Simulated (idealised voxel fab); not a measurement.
The process module presented herein is designated voxel gate over fins.
Shown is cross-section cut, with a width of 170 nm and square cells of size 5 nm.
Format of a cross-section: grid, square cells. Given as bands. Order: top down. Band: one or more rows of cells. First you get the band's top height and its bottom height, in nm, and then the materials it's made of, left to right, with each width in nm. If you see a single material with "all across", that one covers the band edge to edge. "empty" is empty space. Below 0: as-received wafer, all one material; heights counted from there. Lowest band: no bottom, goes on down, written "top 0, no bottom". Quick explanation for "30..40": the width changes in equal steps down the rows of cells, from the first number in the band's top row to the second number in its bottom row. "remains unaltered" for a step: no cell of the cross-section changed in that step. This entry, "Enclosed cavities", enumerates those empty regions of no fewer than 8 cells that possess no open connection to the top. Each region is reported in the form width x height at distance, the distance being taken from the left edge, with all three quantities expressed in nm. Step line, after settings: the simulator's comment on this step. overlay nm, on a step with a mask: how far to the right of its planned place the mask lay; to the left if negative.

### Listed below are the process steps as planned
1 RECEIVE (material Si)
2 CONFORMAL_DEP (material SiN; thk nm 5)
3 DIRECTIONAL_DEP (material aC; thk nm 15)
4 PATTERN (tone cover; mask id FINS; material resist; width nm 15; pitch nm 50; thk nm 30; overlay nm 0)
5 DIRECTIONAL_ETCH (etch materials aC; depth nm 15)
6 STRIP (etch materials resist)
7 DIRECTIONAL_ETCH (etch materials SiN; depth nm 5)
8 DIRECTIONAL_ETCH (etch materials Si; depth nm 30)
9 STRIP (etch materials aC)
10 FILL_DEP (material SiO2; thk nm 5)
11 CMP (height nm 5)
12 DIRECTIONAL_DEP (material aC; thk nm 10)
13 PATTERN (tone open; mask id RAIL; material resist; width nm 15; thk nm 30; overlay nm 0)
14 DIRECTIONAL_ETCH (etch materials aC; depth nm 10)
15 STRIP (etch materials resist)
16 DIRECTIONAL_ETCH (etch materials SiO2; depth nm 30)
17 STRIP (etch materials aC)
18 CONFORMAL_DEP (material TiN; thk nm 5)
19 FILL_DEP (material W; thk nm 5)
20 CMP (height nm 5)
21 SELECTIVE_ETCH (etch materials W Ru TiN; depth nm 25)
22 FILL_DEP (material SiO2; thk nm 5)
23 CMP (height nm 5)
24 SELECTIVE_ETCH (etch materials SiO2; depth nm 20)
25 STRIP (etch materials SiN)
26 CONFORMAL_DEP (material HfO2; thk nm 5)
27 CONFORMAL_DEP (material TiN; thk nm 5)
28 FILL_DEP (material W; thk nm 10)
29 CMP (height nm 15)
30 CONFORMAL_DEP (material SiN; thk nm 10)

### Cross-sectional view of the wafer in its as-received condition, corresponding to the state after step 1
    top 0, no bottom  Si all across
    Enclosed cavities: none

### First of two wafers: cross-section at end of module, run per plan
    top 25, bottom 15  SiN all across
    top 15, bottom 10  W all across
    top 10, bottom 5  40 of W, then 35 of TiN, then 15 of W, then 35 of TiN, then 45 of W
    top 5, bottom 0  40 of W, then 5 of TiN, then 25 of HfO2, then 5 of TiN, then 15 of W, then 5 of TiN, then 25 of HfO2, then 5 of TiN, then 45 of W
    top 0, bottom -5  40 of W, then 5 of TiN, then 5 of HfO2, then 15 of Si, then 5 of HfO2, then 5 of TiN, then 15 of W, then 5 of TiN, then 5 of HfO2, then 15 of Si, then 5 of HfO2, then 5 of TiN, then 45 of W
    top -5, bottom -10  45 of TiN, then 5 of HfO2, then 15 of Si, then 5 of HfO2, then 25 of TiN, then 5 of HfO2, then 15 of Si, then 5 of HfO2, then 50 of TiN
    top -10, bottom -15  50 of HfO2, then 15 of Si, then 35 of HfO2, then 15 of Si, then 55 of HfO2
    top -15, bottom -20  50 of SiO2, then 15 of Si, then 35 of SiO2, then 15 of Si, then 55 of SiO2
    top -20, bottom -25  50 of SiO2, then 15 of Si, then 10 of SiO2, then 15 of TiN, then 10 of SiO2, then 15 of Si, then 55 of SiO2
    top -25, bottom -30  50 of SiO2, then 15 of Si, then 35 of SiO2, then 15 of Si, then 55 of SiO2
    top -30, no bottom  Si all across
    Enclosed cavities: none

### So this is wafer number two of the two, cut at the end of the module - it started where the first did and had the same plan, we just got one thing wrong running it
    top 25, bottom 15  SiN all across
    top 15, bottom 10  W all across
    top 10, bottom 5  40 of W, then 35 of TiN, then 15 of W, then 35 of TiN, then 45 of W
    top 5, bottom 0  40 of W, then 5 of TiN, then 25 of HfO2, then 5 of TiN, then 15 of W, then 5 of TiN, then 25 of HfO2, then 5 of TiN, then 45 of W
    top 0, bottom -5  40 of W, then 5 of TiN, then 5 of HfO2, then 15 of Si, then 5 of HfO2, then 5 of TiN, then 15 of W, then 5 of TiN, then 5 of HfO2, then 15 of Si, then 5 of HfO2, then 5 of TiN, then 45 of W
    top -5, bottom -10  45 of TiN, then 5 of HfO2, then 15 of Si, then 5 of HfO2, then 5 of TiN, then 15 of W, then 5 of TiN, then 5 of HfO2, then 15 of Si, then 5 of HfO2, then 50 of TiN
    top -10, bottom -15  35 of HfO2, then 10 of TiN, then 5 of HfO2, then 15 of Si, then 5 of HfO2, then 25 of TiN, then 5 of HfO2, then 15 of Si, then 5 of HfO2, then 10 of TiN, then 40 of HfO2
    top -15, bottom -20  30 of SiO2, then 20 of HfO2, then 15 of Si, then 35 of HfO2, then 15 of Si, then 20 of HfO2, then 35 of SiO2
    top -20, bottom -25  50 of SiO2, then 15 of Si, then 10 of SiO2, then 15 of TiN, then 10 of SiO2, then 15 of Si, then 55 of SiO2
    top -25, bottom -30  50 of SiO2, then 15 of Si, then 35 of SiO2, then 15 of Si, then 55 of SiO2
    top -30, no bottom  Si all across
    Enclosed cavities: none
The plan and the run diverged here: step 24 ran in the slot meant for step 25, and vice versa
Cell-count delta at end, second wafer over first, by material: 6 more of HfO2 | 15 fewer of SiO2 | 6 more of TiN | 3 more of W
